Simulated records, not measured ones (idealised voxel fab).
process module | voxel self aligned contacts
cross-section cut | 225 nm wide | cells 5 nm
A cross-section is a grid of square cells, given in bands from the top down. A band is one or more rows of cells.
Each band's line starts with the height of the band's top and of its bottom, in nm. Then come its materials from left to right, each with its width in nm. One material with "throughout" fills the band from edge to edge. "air" is empty space.
Height 0 is the level under which the wafer as received is all one material. The lowest band goes on downwards, as in "0 down".
A width such as "30 to 40" changes by the same amount from each row of cells to the next, from the band's top row to its bottom row.
"no change" after a step means that no cell of the cross-section changed.
closed voids: empty space of 8 cells or more with no open way to the top, each as width x height at its distance from the left edge, in nm
after a step's settings: what the simulator itself notes on the step
overlay nm, on a step with a mask: how far to the right of its planned place the mask lay; to the left if negative
plan
1 op RECEIVE | material Si
2 op CONFORMAL_DEP | material SiO2 | thk nm 5
3 op DIRECTIONAL_DEP | material polySi | thk nm 30
4 op DIRECTIONAL_DEP | material SiN | thk nm 20
5 op PATTERN | tone cover | mask id GATE | material resist | width nm 25 | pitch nm 60 | thk nm 20 | overlay nm 0
6 op DIRECTIONAL_ETCH | etch materials SiN | depth nm 20
7 op DIRECTIONAL_ETCH | etch materials polySi | depth nm 30
8 op STRIP | etch materials resist
9 op CONFORMAL_DEP | material SiN | thk nm 5
10 op DIRECTIONAL_ETCH | etch materials SiN | depth nm 5
11 op FILL_DEP | material SiO2 | thk nm 15
12 op CMP | height nm 60
13 op MASKED_ETCH | tone open | mask id CONTACT | width nm 45 | etch materials SiO2 | depth nm 60 | overlay nm 0
14 op CONFORMAL_DEP | material TiN | thk nm 5
15 op FILL_DEP | material Ru | thk nm 10
16 op CMP | height nm 60
17 op CONFORMAL_DEP | material SiCN | thk nm 5
as received, after step 1
  0 down: Si throughout
  closed voids: none
first wafer at the end, as planned
  65 to 60: SiCN throughout
  60 to 55: SiO2 90 | TiN 15 | Ru 15 | TiN 15 | SiO2 90
  55 to 35: SiO2 65 | SiN 35 | TiN 5 | Ru 15 | TiN 5 | SiN 35 | SiO2 65
  35 to 5: SiO2 65 | SiN 5 | polySi 25 | SiN 5 | TiN 5 | Ru 15 | TiN 5 | SiN 5 | polySi 25 | SiN 5 | SiO2 65
  5 to 0: SiO2 100 | TiN 25 | SiO2 100
  0 down: Si throughout
  closed voids: none
second wafer at the end: like start, like plan, one mistake
  65 to 60: SiCN throughout
  60 to 55: SiO2 95 | TiN 10 | Ru 15 | TiN 10 | SiO2 95
  55 to 35: SiO2 65 | SiN 35 | TiN 5 | Ru 15 | TiN 5 | SiN 35 | SiO2 65
  35 to 5: SiO2 65 | SiN 5 | polySi 25 | SiN 5 | TiN 5 | Ru 15 | TiN 5 | SiN 5 | polySi 25 | SiN 5 | SiO2 65
  5 to 0: SiO2 100 | TiN 25 | SiO2 100
  0 down: Si throughout
  closed voids: none
what went wrong: step 13 ran as: op MASKED_ETCH | tone open | mask id CONTACT | width nm 35 | etch materials SiO2 | depth nm 60 | overlay nm 0
at the end the second wafer has, in cells: 2 more of SiO2 | 2 fewer of TiN
